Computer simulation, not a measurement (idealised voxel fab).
process module | voxel released beams
cross-section cut | 215 nm wide | cells 5 nm
A cross-section is a grid of square cells, given in bands from the top down. A band is one or more rows of cells.
Each band's line starts with the height of the band's top and of its bottom, in nm. Then come its materials from left to right, each with its width in nm. One material with "throughout" fills the band from edge to edge. "air" is empty space.
Height 0 is the level under which the wafer as received is all one material. The lowest band goes on downwards, as in "0 down".
A width such as "30 to 40" changes by the same amount from each row of cells to the next, from the band's top row to its bottom row.
"no change" after a step means that no cell of the cross-section changed.
closed voids: empty space of 8 cells or more with no open way to the top, each as width x height at its distance from the left edge, in nm
after a step's settings: what the simulator itself notes on the step
overlay nm, on a step with a mask: how far to the right of its planned place the mask lay; to the left if negative
plan
1 op RECEIVE | material Si
2 op CONFORMAL_DEP | material SiN | thk nm 10
3 op DIRECTIONAL_DEP | material SiO2 | thk nm 15
4 op PATTERN | tone open | mask id ANCHOR | material resist | width nm 45 | thk nm 15 | overlay nm 0
5 op DIRECTIONAL_ETCH | etch materials SiO2 | depth nm 15
6 op STRIP | etch materials resist
7 op CONFORMAL_DEP | material W | thk nm 15
8 op MASKED_ETCH | tone cover | mask id BEAM | width nm 90 | etch materials W | depth nm 15 | overlay nm 0
9 op STRIP | etch materials SiO2
as received, after step 1
  0 down: Si throughout
  closed voids: none
a wafer at the end: this start, this plan, one mistake
  55 to 40: air 60 | W 90 | air 65
  40 to 25: W throughout
  25 to 10: SiO2 65 | W 45 | SiO2 105
  10 to 0: SiN throughout
  0 down: Si throughout
  closed voids: none
what went wrong: step 7 was run twice
